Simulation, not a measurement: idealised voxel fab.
Process module heading - voxel air gaps
The width of the displayed cross-section, cut, is 165 nm; its cells are square, with a size of 5 nm.
A cross-section is written here as square cells arranged in a grid, and it is given in bands from the top down, each band taking up one or more rows of cells. The entry gives the band's vertical extent as a top height and a bottom height in nm, then its horizontal make-up as materials from left to right, each with a width in nm. "air" stands for empty space; a single material marked "throughout" fills the band edge to edge. Height is counted from the level 0, under which the received wafer is composed throughout of one material. The lowest of the bands is not closed at the bottom but continues downward, in the notation "0..down". A width such as "30->40" changes by the same amount from each row of cells to the next, from the band's top row to its bottom row. "changes: none" after a step means that no cell of the cross-section changed. This entry, "Enclosed internal cavities", enumerates those empty regions of no fewer than 8 cells that possess no open connection to the top. Each region is reported in the form width x height at distance, the distance being taken from the left edge, with all three quantities expressed in nm. The remark found on a step's line after its settings is issued by the simulator itself and pertains to that step. A step line may carry the setting "overlay nm", which, for steps involving a mask, states the distance by which the mask lay to the right of its intended position; negative values denote displacement to the left.

Steps in the process plan:
step 1: RECEIVE, material Si
step 2: CONFORMAL_DEP, material SiO2, thk nm 15
step 3: CONFORMAL_DEP, material SiCN, thk nm 5
step 4: DIRECTIONAL_DEP, material SiO2, thk nm 35
step 5: MASKED_ETCH, tone open, mask id LINES, width nm 20, pitch nm 45, etch materials SiO2, depth nm 35, overlay nm 0
step 6: CONFORMAL_DEP, material TiN, thk nm 5
step 7: FILL_DEP, material Cu, thk nm 5
step 8: CMP, height nm 55
step 9: EPI, material Ru, thk nm 10
step 10: SELECTIVE_ETCH, etch materials SiO2, depth nm 45
step 11: CONFORMAL_DEP, material SiCN, thk nm 5

So this is the incoming wafer in cross-section - it's already been through step 1:
0..down = Si throughout
Enclosed internal cavities: none

The cross-section shown corresponds to the wafer at the conclusion of the module. The initial structure and the process plan are those presented above; however, one mistake occurred in executing the plan:
70..65 = air 15 nm, SiCN 135 nm, air 15 nm
65..55 = air 15 nm, SiCN 5 nm, Ru 35 nm, SiCN 10 nm, Ru 35 nm, SiCN 10 nm, Ru 35 nm, SiCN 5 nm, air 15 nm
55..50 = air 15 nm, SiCN 15 nm, TiN 5 nm, Cu 5 nm, TiN 5 nm, SiCN 30 nm, TiN 5 nm, Cu 5 nm, TiN 5 nm, SiCN 30 nm, TiN 5 nm, Cu 5 nm, TiN 5 nm, SiCN 15 nm, air 15 nm
50..25 = air 25 nm, SiCN 5 nm, TiN 5 nm, Cu 5 nm, TiN 5 nm, SiCN 5 nm, air 20 nm, SiCN 5 nm, TiN 5 nm, Cu 5 nm, TiN 5 nm, SiCN 5 nm, air 20 nm, SiCN 5 nm, TiN 5 nm, Cu 5 nm, TiN 5 nm, SiCN 5 nm, air 25 nm
25..20 = SiCN 30 nm, TiN 15 nm, SiCN 30 nm, TiN 15 nm, SiCN 30 nm, TiN 15 nm, SiCN 30 nm
20..15 = SiCN throughout
15..0 = SiO2 throughout
0..down = Si throughout
Enclosed internal cavities: 20 x 25 at 50; 20 x 25 at 95
Which mistake was made when the wafer was run? off-plan run, step 5, actual operation and settings MASKED_ETCH, tone open, mask id LINES, width nm 15, pitch nm 45, etch materials SiO2, depth nm 35, overlay nm 0
